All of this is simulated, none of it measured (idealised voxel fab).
The process module that follows is named voxel gate over fins.
205 nm wide, 5 nm square cells: that's cross-section cut.
Just so we're on the same page, the cross-sections are grids of square cells, and they're listed out in bands top to bottom, each band one or more rows deep.
Top, bottom (nm), then materials left to right with widths (nm); lone material tagged "edge to edge" fills the whole band edge to edge; "empty" = empty space.
Height datum 0, below which the as-received substrate wafer is one material. Lowest band open at the bottom, running downward: "0 down".
With a width like "30->40", each row of cells in the band differs from the next by the same amount, the top row carrying the first number and the bottom row the second.
Reading "remained unchanged" for a step: not a cell of the cross-section changed in it.
Entry "Voids, enclosed" = empty spaces >= 8 cells with no open way to the top; each as width x height at distance, distance from left edge, all nm.
Formally, on a step line, whatever follows the settings is a remark that the simulator itself makes on the step.
What "overlay nm" on a step's line means: if the step has a mask, that mask lay this far to the right of its planned place, or, when the value is negative, to the left.
From here on the document is pairs. In a pair, the cross-section before one process step comes with the cross-section after it, and the latter goes no deeper than the lowest band that changed. What lies in between, the step and its settings, is written under the pair. A pair may be from a different run of this module on the same starting wafer than the pair above it, so it continues from that pair only where its entry headed "Prior to processing" says so.

[Prior to processing]
    0 down = Si edge to edge
    Voids, enclosed: none

[Section After Processing]
    10 to 0 = SiN edge to edge
    Whatever lies below 0 is exactly as it was before.
    Voids, enclosed: none
What is the step between the two cross-sections above? CONFORMAL_DEP with material SiN, thk nm 10

Prior to processing: just use the after drawing of the pair above as your starting point.

[Section After Processing]
    30 to 10 = empty (25) | resist (15) | empty (30) | resist (15) | empty (30) | resist (15) | empty (30) | resist (15) | empty (30)
    Whatever lies below 10 is exactly as it was before.
    Voids, enclosed: none
What is the step between the two cross-sections above? PATTERN with tone cover, mask id FINS, material resist, width nm 15, pitch nm 45, thk nm 20, overlay nm 0

Prior to processing: just use the after drawing of the pair above as your starting point.

[Section After Processing]
    30 to 10 = empty (25) | resist (15) | empty (30) | resist (15) | empty (30) | resist (15) | empty (30) | resist (15) | empty (30)
    10 to 0 = empty (25) | SiN (15) | empty (30) | SiN (15) | empty (30) | SiN (15) | empty (30) | SiN (15) | empty (30)
    Whatever lies below 0 is exactly as it was before.
    Voids, enclosed: none
What is the step between the two cross-sections above? DIRECTIONAL_ETCH with etch materials SiN, depth nm 10

Prior to processing: just use the after drawing of the pair above as your starting point.

[Section After Processing]
    30 to 10 = empty (25) | resist (15) | empty (30) | resist (15) | empty (30) | resist (15) | empty (30) | resist (15) | empty (30)
    10 to 0 = empty (25) | SiN (15) | empty (30) | SiN (15) | empty (30) | SiN (15) | empty (30) | SiN (15) | empty (30)
    0 to -35 = empty (25) | Si (15) | empty (30) | Si (15) | empty (30) | Si (15) | empty (30) | Si (15) | empty (30)
    Whatever lies below -35 is exactly as it was before.
    Voids, enclosed: none
What is the step between the two cross-sections above? DIRECTIONAL_ETCH with etch materials Si, depth nm 35

Prior to processing: just use the after drawing of the pair above as your starting point.

[Section After Processing]
    10 to 0 = empty (25) | SiN (15) | empty (30) | SiN (15) | empty (30) | SiN (15) | empty (30) | SiN (15) | empty (30)
    Whatever lies below 0 is exactly as it was before.
    Voids, enclosed: none
What is the step between the two cross-sections above? STRIP with etch materials resist

Prior to processing: just use the after drawing of the pair above as your starting point.

[Section After Processing]
    20 to 10 = SiO2 edge to edge
    10 to 0 = SiO2 (25) | SiN (15) | SiO2 (30) | SiN (15) | SiO2 (30) | SiN (15) | SiO2 (30) | SiN (15) | SiO2 (30)
    0 to -35 = SiO2 (25) | Si (15) | SiO2 (30) | Si (15) | SiO2 (30) | Si (15) | SiO2 (30) | Si (15) | SiO2 (30)
    Whatever lies below -35 is exactly as it was before.
    Voids, enclosed: none
What is the step between the two cross-sections above? FILL_DEP with material SiO2, thk nm 10

Prior to processing: just use the after drawing of the pair above as your starting point.

[Section After Processing]
    10 to 0 = SiO2 (25) | SiN (15) | SiO2 (30) | SiN (15) | SiO2 (30) | SiN (15) | SiO2 (30) | SiN (15) | SiO2 (30)
    Whatever lies below 0 is exactly as it was before.
    Voids, enclosed: none
What is the step between the two cross-sections above? CMP with height nm 10

Prior to processing: just use the after drawing of the pair above as your starting point.

[Section After Processing]
    10 to 0 = empty (25) | SiN (15) | empty (30) | SiN (15) | empty (30) | SiN (15) | empty (30) | SiN (15) | empty (30)
    0 to -10 = empty (25) | Si (15) | empty (30) | Si (15) | empty (30) | Si (15) | empty (30) | Si (15) | empty (30)
    Whatever lies below -10 is exactly as it was before.
    Voids, enclosed: none
What is the step between the two cross-sections above? SELECTIVE_ETCH with etch materials SiO2, depth nm 20

Prior to processing: just use the after drawing of the pair above as your starting point.

[Section After Processing]
    0 to -10 = empty (25) | Si (15) | empty (30) | Si (15) | empty (30) | Si (15) | empty (30) | Si (15) | empty (30)
    Whatever lies below -10 is exactly as it was before.
    Voids, enclosed: none
What is the step between the two cross-sections above? STRIP with etch materials SiN

Prior to processing: just use the after drawing of the pair above as your starting point.

[Section After Processing]
    5 to 0 = empty (20) | HfO2 (25) | empty (20) | HfO2 (25) | empty (20) | HfO2 (25) | empty (20) | HfO2 (25) | empty (25)
    0 to -5 = empty (20) | HfO2 (5) | Si (15) | HfO2 (5) | empty (20) | HfO2 (5) | Si (15) | HfO2 (5) | empty (20) | HfO2 (5) | Si (15) | HfO2 (5) | empty (20) | HfO2 (5) | Si (15) | HfO2 (5) | empty (25)
    -5 to -10 = HfO2 (25) | Si (15) | HfO2 (30) | Si (15) | HfO2 (30) | Si (15) | HfO2 (30) | Si (15) | HfO2 (30)
    Whatever lies below -10 is exactly as it was before.
    Voids, enclosed: none
What is the step between the two cross-sections above? CONFORMAL_DEP with material HfO2, thk nm 5

Prior to processing: just use the after drawing of the pair above as your starting point.

[Section After Processing]
    10 to 5 = empty (15) | TiN (35) | empty (10) | TiN (35) | empty (10) | TiN (35) | empty (10) | TiN (35) | empty (20)
    5 to 0 = empty (15) | TiN (5) | HfO2 (25) | TiN (5) | empty (10) | TiN (5) | HfO2 (25) | TiN (5) | empty (10) | TiN (5) | HfO2 (25) | TiN (5) | empty (10) | TiN (5) | HfO2 (25) | TiN (5) | empty (20)
    0 to -5 = TiN (20) | HfO2 (5) | Si (15) | HfO2 (5) | TiN (20) | HfO2 (5) | Si (15) | HfO2 (5) | TiN (20) | HfO2 (5) | Si (15) | HfO2 (5) | TiN (20) | HfO2 (5) | Si (15) | HfO2 (5) | TiN (25)
    Whatever lies below -5 is exactly as it was before.
    Voids, enclosed: none
What is the step between the two cross-sections above? CONFORMAL_DEP with material TiN, thk nm 5

Prior to processing: just use the after drawing of the pair above as your starting point.

[Section After Processing]
    25 to 10 = W edge to edge
    10 to 5 = W (15) | TiN (35) | W (10) | TiN (35) | W (10) | TiN (35) | W (10) | TiN (35) | W (20)
    5 to 0 = W (15) | TiN (5) | HfO2 (25) | TiN (5) | W (10) | TiN (5) | HfO2 (25) | TiN (5) | W (10) | TiN (5) | HfO2 (25) | TiN (5) | W (10) | TiN (5) | HfO2 (25) | TiN (5) | W (20)
    Whatever lies below 0 is exactly as it was before.
    Voids, enclosed: none
What is the step between the two cross-sections above? FILL_DEP with material W, thk nm 15

Prior to processing: just use the after drawing of the pair above as your starting point.

[Section After Processing]
    20 to 10 = W edge to edge
    Whatever lies below 10 is exactly as it was before.
    Voids, enclosed: none
What is the step between the two cross-sections above? CMP with height nm 20

Prior to processing: just use the after drawing of the pair above as your starting point.

[Section After Processing]
    30 to 20 = SiCN edge to edge
    Whatever lies below 20 is exactly as it was before.
    Voids, enclosed: none
What is the step between the two cross-sections above? CONFORMAL_DEP with material SiCN, thk nm 10

[Prior to processing]
    0 to -10 = empty (25) | Si (15) | empty (30) | Si (15) | empty (30) | Si (15) | empty (30) | Si (15) | empty (30)
    -10 to -35 = SiO2 (25) | Si (15) | SiO2 (30) | Si (15) | SiO2 (30) | Si (15) | SiO2 (30) | Si (15) | SiO2 (30)
    -35 down = Si edge to edge
    Voids, enclosed: none

[Section After Processing]
    5 to 0 = empty (20) | TiN (25) | empty (20) | TiN (25) | empty (20) | TiN (25) | empty (20) | TiN (25) | empty (25)
    0 to -5 = empty (20) | TiN (5) | Si (15) | TiN (5) | empty (20) | TiN (5) | Si (15) | TiN (5) | empty (20) | TiN (5) | Si (15) | TiN (5) | empty (20) | TiN (5) | Si (15) | TiN (5) | empty (25)
    -5 to -10 = TiN (25) | Si (15) | TiN (30) | Si (15) | TiN (30) | Si (15) | TiN (30) | Si (15) | TiN (30)
    Whatever lies below -10 is exactly as it was before.
    Voids, enclosed: none
What is the step between the two cross-sections above? CONFORMAL_DEP with material TiN, thk nm 5

Prior to processing: just use the after drawing of the pair above as your starting point.

[Section After Processing]
    20 to 5 = W edge to edge
    5 to 0 = W (20) | TiN (25) | W (20) | TiN (25) | W (20) | TiN (25) | W (20) | TiN (25) | W (25)
    0 to -5 = W (20) | TiN (5) | Si (15) | TiN (5) | W (20) | TiN (5) | Si (15) | TiN (5) | W (20) | TiN (5) | Si (15) | TiN (5) | W (20) | TiN (5) | Si (15) | TiN (5) | W (25)
    Whatever lies below -5 is exactly as it was before.
    Voids, enclosed: none
What is the step between the two cross-sections above? FILL_DEP with material W, thk nm 15

Prior to processing: just use the after drawing of the pair above as your starting point.

[Section After Processing]
    30 to 20 = SiCN edge to edge
    Whatever lies below 20 is exactly as it was before.
    Voids, enclosed: none
What is the step between the two cross-sections above? CONFORMAL_DEP with material SiCN, thk nm 10

[Prior to processing]
    10 to 0 = empty (25) | SiN (15) | empty (30) | SiN (15) | empty (30) | SiN (15) | empty (30) | SiN (15) | empty (30)
    0 to -10 = empty (25) | Si (15) | empty (30) | Si (15) | empty (30) | Si (15) | empty (30) | Si (15) | empty (30)
    -10 to -35 = SiO2 (25) | Si (15) | SiO2 (30) | Si (15) | SiO2 (30) | Si (15) | SiO2 (30) | Si (15) | SiO2 (30)
    -35 down = Si edge to edge
    Voids, enclosed: none

[Section After Processing]
    10 to 0 = empty (25) | SiN (15) | empty (30) | SiN (15) | empty (30) | SiN (15) | empty (30) | SiN (15) | empty (30)
    0 to -30 = empty (25) | Si (15) | empty (30) | Si (15) | empty (30) | Si (15) | empty (30) | Si (15) | empty (30)
    Whatever lies below -30 is exactly as it was before.
    Voids, enclosed: none
What is the step between the two cross-sections above? SELECTIVE_ETCH with etch materials SiO2, depth nm 20

Prior to processing: just use the after drawing of the pair above as your starting point.

[Section After Processing]
    0 to -30 = empty (25) | Si (15) | empty (30) | Si (15) | empty (30) | Si (15) | empty (30) | Si (15) | empty (30)
    Whatever lies below -30 is exactly as it was before.
    Voids, enclosed: none
What is the step between the two cross-sections above? STRIP with etch materials SiN

Prior to processing: just use the after drawing of the pair above as your starting point.

[Section After Processing]
    5 to 0 = empty (20) | HfO2 (25) | empty (20) | HfO2 (25) | empty (20) | HfO2 (25) | empty (20) | HfO2 (25) | empty (25)
    0 to -25 = empty (20) | HfO2 (5) | Si (15) | HfO2 (5) | empty (20) | HfO2 (5) | Si (15) | HfO2 (5) | empty (20) | HfO2 (5) | Si (15) | HfO2 (5) | empty (20) | HfO2 (5) | Si (15) | HfO2 (5) | empty (25)
    -25 to -30 = HfO2 (25) | Si (15) | HfO2 (30) | Si (15) | HfO2 (30) | Si (15) | HfO2 (30) | Si (15) | HfO2 (30)
    Whatever lies below -30 is exactly as it was before.
    Voids, enclosed: none
What is the step between the two cross-sections above? CONFORMAL_DEP with material HfO2, thk nm 5

Prior to processing: just use the after drawing of the pair above as your starting point.

[Section After Processing]
    10 to 5 = empty (15) | TiN (35) | empty (10) | TiN (35) | empty (10) | TiN (35) | empty (10) | TiN (35) | empty (20)
    5 to 0 = empty (15) | TiN (5) | HfO2 (25) | TiN (5) | empty (10) | TiN (5) | HfO2 (25) | TiN (5) | empty (10) | TiN (5) | HfO2 (25) | TiN (5) | empty (10) | TiN (5) | HfO2 (25) | TiN (5) | empty (20)
    0 to -20 = empty (15) | TiN (5) | HfO2 (5) | Si (15) | HfO2 (5) | TiN (5) | empty (10) | TiN (5) | HfO2 (5) | Si (15) | HfO2 (5) | TiN (5) | empty (10) | TiN (5) | HfO2 (5) | Si (15) | HfO2 (5) | TiN (5) | empty (10) | TiN (5) | HfO2 (5) | Si (15) | HfO2 (5) | TiN (5) | empty (20)
    -20 to -25 = TiN (20) | HfO2 (5) | Si (15) | HfO2 (5) | TiN (20) | HfO2 (5) | Si (15) | HfO2 (5) | TiN (20) | HfO2 (5) | Si (15) | HfO2 (5) | TiN (20) | HfO2 (5) | Si (15) | HfO2 (5) | TiN (25)
    Whatever lies below -25 is exactly as it was before.
    Voids, enclosed: none
What is the step between the two cross-sections above? CONFORMAL_DEP with material TiN, thk nm 5

Prior to processing: just use the after drawing of the pair above as your starting point.

[Section After Processing]
    25 to 10 = W edge to edge
    10 to 5 = W (15) | TiN (35) | W (10) | TiN (35) | W (10) | TiN (35) | W (10) | TiN (35) | W (20)
    5 to 0 = W (15) | TiN (5) | HfO2 (25) | TiN (5) | W (10) | TiN (5) | HfO2 (25) | TiN (5) | W (10) | TiN (5) | HfO2 (25) | TiN (5) | W (10) | TiN (5) | HfO2 (25) | TiN (5) | W (20)
    0 to -20 = W (15) | TiN (5) | HfO2 (5) | Si (15) | HfO2 (5) | TiN (5) | W (10) | TiN (5) | HfO2 (5) | Si (15) | HfO2 (5) | TiN (5) | W (10) | TiN (5) | HfO2 (5) | Si (15) | HfO2 (5) | TiN (5) | W (10) | TiN (5) | HfO2 (5) | Si (15) | HfO2 (5) | TiN (5) | W (20)
    Whatever lies below -20 is exactly as it was before.
    Voids, enclosed: none
What is the step between the two cross-sections above? FILL_DEP with material W, thk nm 15

Prior to processing: just use the after drawing of the pair above as your starting point.

[Section After Processing]
    20 to 10 = W edge to edge
    Whatever lies below 10 is exactly as it was before.
    Voids, enclosed: none
What is the step between the two cross-sections above? CMP with height nm 20

Prior to processing: just use the after drawing of the pair above as your starting point.

[Section After Processing]
    30 to 20 = SiCN edge to edge
    Whatever lies below 20 is exactly as it was before.
    Voids, enclosed: none
What is the step between the two cross-sections above? CONFORMAL_DEP with material SiCN, thk nm 10

[Prior to processing]
    10 to 0 = SiO2 (25) | SiN (15) | SiO2 (30) | SiN (15) | SiO2 (30) | SiN (15) | SiO2 (30) | SiN (15) | SiO2 (30)
    0 to -35 = SiO2 (25) | Si (15) | SiO2 (30) | Si (15) | SiO2 (30) | Si (15) | SiO2 (30) | Si (15) | SiO2 (30)
    -35 down = Si edge to edge
    Voids, enclosed: none

[Section After Processing]
    10 to 0 = SiO2 (25) | empty (15) | SiO2 (30) | empty (15) | SiO2 (30) | empty (15) | SiO2 (30) | empty (15) | SiO2 (30)
    Whatever lies below 0 is exactly as it was before.
    Voids, enclosed: none
What is the step between the two cross-sections above? STRIP with etch materials SiN

Prior to processing: just use the after drawing of the pair above as your starting point.

[Section After Processing]
    0 to -10 = empty (25) | Si (15) | empty (30) | Si (15) | empty (30) | Si (15) | empty (30) | Si (15) | empty (30)
    -10 to -20 = SiO2 (5) | empty (20) | Si (15) | empty (30) | Si (15) | empty (30) | Si (15) | empty (30) | Si (15) | empty (20) | SiO2 (10)
    Whatever lies below -20 is exactly as it was before.
    Voids, enclosed: none
What is the step between the two cross-sections above? SELECTIVE_ETCH with etch materials SiO2, depth nm 20

Prior to processing: just use the after drawing of the pair above as your starting point.

[Section After Processing]
    5 to 0 = empty (20) | HfO2 (25) | empty (20) | HfO2 (25) | empty (20) | HfO2 (25) | empty (20) | HfO2 (25) | empty (25)
    0 to -5 = empty (20) | HfO2 (5) | Si (15) | HfO2 (5) | empty (20) | HfO2 (5) | Si (15) | HfO2 (5) | empty (20) | HfO2 (5) | Si (15) | HfO2 (5) | empty (20) | HfO2 (5) | Si (15) | HfO2 (5) | empty (25)
    -5 to -10 = HfO2 (10) | empty (10) | HfO2 (5) | Si (15) | HfO2 (5) | empty (20) | HfO2 (5) | Si (15) | HfO2 (5) | empty (20) | HfO2 (5) | Si (15) | HfO2 (5) | empty (20) | HfO2 (5) | Si (15) | HfO2 (5) | empty (10) | HfO2 (15)
    -10 to -15 = SiO2 (5) | HfO2 (5) | empty (10) | HfO2 (5) | Si (15) | HfO2 (5) | empty (20) | HfO2 (5) | Si (15) | HfO2 (5) | empty (20) | HfO2 (5) | Si (15) | HfO2 (5) | empty (20) | HfO2 (5) | Si (15) | HfO2 (5) | empty (10) | HfO2 (5) | SiO2 (10)
    -15 to -20 = SiO2 (5) | HfO2 (20) | Si (15) | HfO2 (30) | Si (15) | HfO2 (30) | Si (15) | HfO2 (30) | Si (15) | HfO2 (20) | SiO2 (10)
    Whatever lies below -20 is exactly as it was before.
    Voids, enclosed: none
What is the step between the two cross-sections above? CONFORMAL_DEP with material HfO2, thk nm 5

Prior to processing: just use the after drawing of the pair above as your starting point.

[Section After Processing]
    10 to 5 = empty (15) | TiN (35) | empty (10) | TiN (35) | empty (10) | TiN (35) | empty (10) | TiN (35) | empty (20)
    5 to 0 = empty (15) | TiN (5) | HfO2 (25) | TiN (5) | empty (10) | TiN (5) | HfO2 (25) | TiN (5) | empty (10) | TiN (5) | HfO2 (25) | TiN (5) | empty (10) | TiN (5) | HfO2 (25) | TiN (5) | empty (20)
    0 to -5 = TiN (20) | HfO2 (5) | Si (15) | HfO2 (5) | TiN (5) | empty (10) | TiN (5) | HfO2 (5) | Si (15) | HfO2 (5) | TiN (5) | empty (10) | TiN (5) | HfO2 (5) | Si (15) | HfO2 (5) | TiN (5) | empty (10) | TiN (5) | HfO2 (5) | Si (15) | HfO2 (5) | TiN (25)
    -5 to -10 = HfO2 (10) | TiN (10) | HfO2 (5) | Si (15) | HfO2 (5) | TiN (5) | empty (10) | TiN (5) | HfO2 (5) | Si (15) | HfO2 (5) | TiN (5) | empty (10) | TiN (5) | HfO2 (5) | Si (15) | HfO2 (5) | TiN (5) | empty (10) | TiN (5) | HfO2 (5) | Si (15) | HfO2 (5) | TiN (10) | HfO2 (15)
    -10 to -15 = SiO2 (5) | HfO2 (5) | TiN (10) | HfO2 (5) | Si (15) | HfO2 (5) | TiN (20) | HfO2 (5) | Si (15) | HfO2 (5) | TiN (20) | HfO2 (5) | Si (15) | HfO2 (5) | TiN (20) | HfO2 (5) | Si (15) | HfO2 (5) | TiN (10) | HfO2 (5) | SiO2 (10)
    Whatever lies below -15 is exactly as it was before.
    Voids, enclosed: none
What is the step between the two cross-sections above? CONFORMAL_DEP with material TiN, thk nm 5

Prior to processing: just use the after drawing of the pair above as your starting point.

[Section After Processing]
    25 to 10 = W edge to edge
    10 to 5 = W (15) | TiN (35) | W (10) | TiN (35) | W (10) | TiN (35) | W (10) | TiN (35) | W (20)
    5 to 0 = W (15) | TiN (5) | HfO2 (25) | TiN (5) | W (10) | TiN (5) | HfO2 (25) | TiN (5) | W (10) | TiN (5) | HfO2 (25) | TiN (5) | W (10) | TiN (5) | HfO2 (25) | TiN (5) | W (20)
    0 to -5 = TiN (20) | HfO2 (5) | Si (15) | HfO2 (5) | TiN (5) | W (10) | TiN (5) | HfO2 (5) | Si (15) | HfO2 (5) | TiN (5) | W (10) | TiN (5) | HfO2 (5) | Si (15) | HfO2 (5) | TiN (5) | W (10) | TiN (5) | HfO2 (5) | Si (15) | HfO2 (5) | TiN (25)
    -5 to -10 = HfO2 (10) | TiN (10) | HfO2 (5) | Si (15) | HfO2 (5) | TiN (5) | W (10) | TiN (5) | HfO2 (5) | Si (15) | HfO2 (5) | TiN (5) | W (10) | TiN (5) | HfO2 (5) | Si (15) | HfO2 (5) | TiN (5) | W (10) | TiN (5) | HfO2 (5) | Si (15) | HfO2 (5) | TiN (10) | HfO2 (15)
    Whatever lies below -10 is exactly as it was before.
    Voids, enclosed: none
What is the step between the two cross-sections above? FILL_DEP with material W, thk nm 15

Prior to processing: just use the after drawing of the pair above as your starting point.

[Section After Processing]
    20 to 10 = W edge to edge
    Whatever lies below 10 is exactly as it was before.
    Voids, enclosed: none
What is the step between the two cross-sections above? CMP with height nm 20

Prior to processing: just use the after drawing of the pair above as your starting point.

[Section After Processing]
    30 to 20 = SiCN edge to edge
    Whatever lies below 20 is exactly as it was before.
    Voids, enclosed: none
What is the step between the two cross-sections above? CONFORMAL_DEP with material SiCN, thk nm 10

[Prior to processing]
    30 to 10 = empty (25) | resist (15) | empty (30) | resist (15) | empty (30) | resist (15) | empty (30) | resist (15) | empty (30)
    10 to 0 = empty (25) | SiN (15) | empty (30) | SiN (15) | empty (30) | SiN (15) | empty (30) | SiN (15) | empty (30)
    0 down = Si edge to edge
    Voids, enclosed: none

[Section After Processing]
    30 to 10 = empty (25) | resist (15) | empty (30) | resist (15) | empty (30) | resist (15) | empty (30) | resist (15) | empty (30)
    10 to 0 = empty (25) | SiN (15) | empty (30) | SiN (15) | empty (30) | SiN (15) | empty (30) | SiN (15) | empty (30)
    0 to -40 = empty (25) | Si (15) | empty (30) | Si (15) | empty (30) | Si (15) | empty (30) | Si (15) | empty (30)
    Whatever lies below -40 is exactly as it was before.
    Voids, enclosed: none
What is the step between the two cross-sections above? DIRECTIONAL_ETCH with etch materials Si, depth nm 40

Prior to processing: just use the after drawing of the pair above as your starting point.

[Section After Processing]
    10 to 0 = empty (25) | SiN (15) | empty (30) | SiN (15) | empty (30) | SiN (15) | empty (30) | SiN (15) | empty (30)
    Whatever lies below 0 is exactly as it was before.
    Voids, enclosed: none
What is the step between the two cross-sections above? STRIP with etch materials resist

Prior to processing: just use the after drawing of the pair above as your starting point.

[Section After Processing]
    20 to 10 = SiO2 edge to edge
    10 to 0 = SiO2 (25) | SiN (15) | SiO2 (30) | SiN (15) | SiO2 (30) | SiN (15) | SiO2 (30) | SiN (15) | SiO2 (30)
    0 to -40 = SiO2 (25) | Si (15) | SiO2 (30) | Si (15) | SiO2 (30) | Si (15) | SiO2 (30) | Si (15) | SiO2 (30)
    Whatever lies below -40 is exactly as it was before.
    Voids, enclosed: none
What is the step between the two cross-sections above? FILL_DEP with material SiO2, thk nm 10

Prior to processing: just use the after drawing of the pair above as your starting point.

[Section After Processing]
    10 to 0 = SiO2 (25) | SiN (15) | SiO2 (30) | SiN (15) | SiO2 (30) | SiN (15) | SiO2 (30) | SiN (15) | SiO2 (30)
    Whatever lies below 0 is exactly as it was before.
    Voids, enclosed: none
What is the step between the two cross-sections above? CMP with height nm 10

Prior to processing: just use the after drawing of the pair above as your starting point.

[Section After Processing]
    10 to 0 = empty (25) | SiN (15) | empty (30) | SiN (15) | empty (30) | SiN (15) | empty (30) | SiN (15) | empty (30)
    0 to -10 = empty (25) | Si (15) | empty (30) | Si (15) | empty (30) | Si (15) | empty (30) | Si (15) | empty (30)
    Whatever lies below -10 is exactly as it was before.
    Voids, enclosed: none
What is the step between the two cross-sections above? SELECTIVE_ETCH with etch materials SiO2, depth nm 20

Prior to processing: just use the after drawing of the pair above as your starting point.

[Section After Processing]
    0 to -10 = empty (25) | Si (15) | empty (30) | Si (15) | empty (30) | Si (15) | empty (30) | Si (15) | empty (30)
    Whatever lies below -10 is exactly as it was before.
    Voids, enclosed: none
What is the step between the two cross-sections above? STRIP with etch materials SiN

Prior to processing: just use the after drawing of the pair above as your starting point.

[Section After Processing]
    5 to 0 = empty (20) | HfO2 (25) | empty (20) | HfO2 (25) | empty (20) | HfO2 (25) | empty (20) | HfO2 (25) | empty (25)
    0 to -5 = empty (20) | HfO2 (5) | Si (15) | HfO2 (5) | empty (20) | HfO2 (5) | Si (15) | HfO2 (5) | empty (20) | HfO2 (5) | Si (15) | HfO2 (5) | empty (20) | HfO2 (5) | Si (15) | HfO2 (5) | empty (25)
    -5 to -10 = HfO2 (25) | Si (15) | HfO2 (30) | Si (15) | HfO2 (30) | Si (15) | HfO2 (30) | Si (15) | HfO2 (30)
    Whatever lies below -10 is exactly as it was before.
    Voids, enclosed: none
What is the step between the two cross-sections above? CONFORMAL_DEP with material HfO2, thk nm 5

Prior to processing: just use the after drawing of the pair above as your starting point.

[Section After Processing]
    10 to 5 = empty (15) | TiN (35) | empty (10) | TiN (35) | empty (10) | TiN (35) | empty (10) | TiN (35) | empty (20)
    5 to 0 = empty (15) | TiN (5) | HfO2 (25) | TiN (5) | empty (10) | TiN (5) | HfO2 (25) | TiN (5) | empty (10) | TiN (5) | HfO2 (25) | TiN (5) | empty (10) | TiN (5) | HfO2 (25) | TiN (5) | empty (20)
    0 to -5 = TiN (20) | HfO2 (5) | Si (15) | HfO2 (5) | TiN (20) | HfO2 (5) | Si (15) | HfO2 (5) | TiN (20) | HfO2 (5) | Si (15) | HfO2 (5) | TiN (20) | HfO2 (5) | Si (15) | HfO2 (5) | TiN (25)
    Whatever lies below -5 is exactly as it was before.
    Voids, enclosed: none
What is the step between the two cross-sections above? CONFORMAL_DEP with material TiN, thk nm 5

Prior to processing: just use the after drawing of the pair above as your starting point.

[Section After Processing]
    25 to 10 = W edge to edge
    10 to 5 = W (15) | TiN (35) | W (10) | TiN (35) | W (10) | TiN (35) | W (10) | TiN (35) | W (20)
    5 to 0 = W (15) | TiN (5) | HfO2 (25) | TiN (5) | W (10) | TiN (5) | HfO2 (25) | TiN (5) | W (10) | TiN (5) | HfO2 (25) | TiN (5) | W (10) | TiN (5) | HfO2 (25) | TiN (5) | W (20)
    Whatever lies below 0 is exactly as it was before.
    Voids, enclosed: none
What is the step between the two cross-sections above? FILL_DEP with material W, thk nm 15

Prior to processing: just use the after drawing of the pair above as your starting point.

[Section After Processing]
    20 to 10 = W edge to edge
    Whatever lies below 10 is exactly as it was before.
    Voids, enclosed: none
What is the step between the two cross-sections above? CMP with height nm 20

Prior to processing: just use the after drawing of the pair above as your starting point.

[Section After Processing]
    30 to 20 = SiCN edge to edge
    Whatever lies below 20 is exactly as it was before.
    Voids, enclosed: none
What is the step between the two cross-sections above? CONFORMAL_DEP with material SiCN, thk nm 10

[Prior to processing]
    10 to 0 = SiN edge to edge
    0 down = Si edge to edge
    Voids, enclosed: none

[Section After Processing]
    30 to 10 = empty (20) | resist (25) | empty (20) | resist (25) | empty (20) | resist (25) | empty (20) | resist (25) | empty (25)
    Whatever lies below 10 is exactly as it was before.
    Voids, enclosed: none
What is the step between the two cross-sections above? PATTERN with tone cover, mask id FINS, material resist, width nm 25, pitch nm 45, thk nm 20, overlay nm 0

Prior to processing: just use the after drawing of the pair above as your starting point.

[Section After Processing]
    30 to 10 = empty (20) | resist (25) | empty (20) | resist (25) | empty (20) | resist (25) | empty (20) | resist (25) | empty (25)
    10 to 0 = empty (20) | SiN (25) | empty (20) | SiN (25) | empty (20) | SiN (25) | empty (20) | SiN (25) | empty (25)
    Whatever lies below 0 is exactly as it was before.
    Voids, enclosed: none
What is the step between the two cross-sections above? DIRECTIONAL_ETCH with etch materials SiN, depth nm 10

Prior to processing: just use the after drawing of the pair above as your starting point.

[Section After Processing]
    30 to 10 = empty (20) | resist (25) | empty (20) | resist (25) | empty (20) | resist (25) | empty (20) | resist (25) | empty (25)
    10 to 0 = empty (20) | SiN (25) | empty (20) | SiN (25) | empty (20) | SiN (25) | empty (20) | SiN (25) | empty (25)
    0 to -35 = empty (20) | Si (25) | empty (20) | Si (25) | empty (20) | Si (25) | empty (20) | Si (25) | empty (25)
    Whatever lies below -35 is exactly as it was before.
    Voids, enclosed: none
What is the step between the two cross-sections above? DIRECTIONAL_ETCH with etch materials Si, depth nm 35

Prior to processing: just use the after drawing of the pair above as your starting point.

[Section After Processing]
    10 to 0 = empty (20) | SiN (25) | empty (20) | SiN (25) | empty (20) | SiN (25) | empty (20) | SiN (25) | empty (25)
    Whatever lies below 0 is exactly as it was before.
    Voids, enclosed: none
What is the step between the two cross-sections above? STRIP with etch materials resist

Prior to processing: just use the after drawing of the pair above as your starting point.

[Section After Processing]
    20 to 10 = SiO2 edge to edge
    10 to 0 = SiO2 (20) | SiN (25) | SiO2 (20) | SiN (25) | SiO2 (20) | SiN (25) | SiO2 (20) | SiN (25) | SiO2 (25)
    0 to -35 = SiO2 (20) | Si (25) | SiO2 (20) | Si (25) | SiO2 (20) | Si (25) | SiO2 (20) | Si (25) | SiO2 (25)
    Whatever lies below -35 is exactly as it was before.
    Voids, enclosed: none
What is the step between the two cross-sections above? FILL_DEP with material SiO2, thk nm 10

Prior to processing: just use the after drawing of the pair above as your starting point.

[Section After Processing]
    10 to 0 = SiO2 (20) | SiN (25) | SiO2 (20) | SiN (25) | SiO2 (20) | SiN (25) | SiO2 (20) | SiN (25) | SiO2 (25)
    Whatever lies below 0 is exactly as it was before.
    Voids, enclosed: none
What is the step between the two cross-sections above? CMP with height nm 10

Prior to processing: just use the after drawing of the pair above as your starting point.

[Section After Processing]
    10 to 0 = empty (20) | SiN (25) | empty (20) | SiN (25) | empty (20) | SiN (25) | empty (20) | SiN (25) | empty (25)
    0 to -10 = empty (20) | Si (25) | empty (20) | Si (25) | empty (20) | Si (25) | empty (20) | Si (25) | empty (25)
    Whatever lies below -10 is exactly as it was before.
    Voids, enclosed: none
What is the step between the two cross-sections above? SELECTIVE_ETCH with etch materials SiO2, depth nm 20

Prior to processing: just use the after drawing of the pair above as your starting point.

[Section After Processing]
    0 to -10 = empty (20) | Si (25) | empty (20) | Si (25) | empty (20) | Si (25) | empty (20) | Si (25) | empty (25)
    Whatever lies below -10 is exactly as it was before.
    Voids, enclosed: none
What is the step between the two cross-sections above? STRIP with etch materials SiN

Prior to processing: just use the after drawing of the pair above as your starting point.

[Section After Processing]
    5 to 0 = empty (15) | HfO2 (35) | empty (10) | HfO2 (35) | empty (10) | HfO2 (35) | empty (10) | HfO2 (35) | empty (20)
    0 to -5 = empty (15) | HfO2 (5) | Si (25) | HfO2 (5) | empty (10) | HfO2 (5) | Si (25) | HfO2 (5) | empty (10) | HfO2 (5) | Si (25) | HfO2 (5) | empty (10) | HfO2 (5) | Si (25) | HfO2 (5) | empty (20)
    -5 to -10 = HfO2 (20) | Si (25) | HfO2 (20) | Si (25) | HfO2 (20) | Si (25) | HfO2 (20) | Si (25) | HfO2 (25)
    Whatever lies below -10 is exactly as it was before.
    Voids, enclosed: none
What is the step between the two cross-sections above? CONFORMAL_DEP with material HfO2, thk nm 5
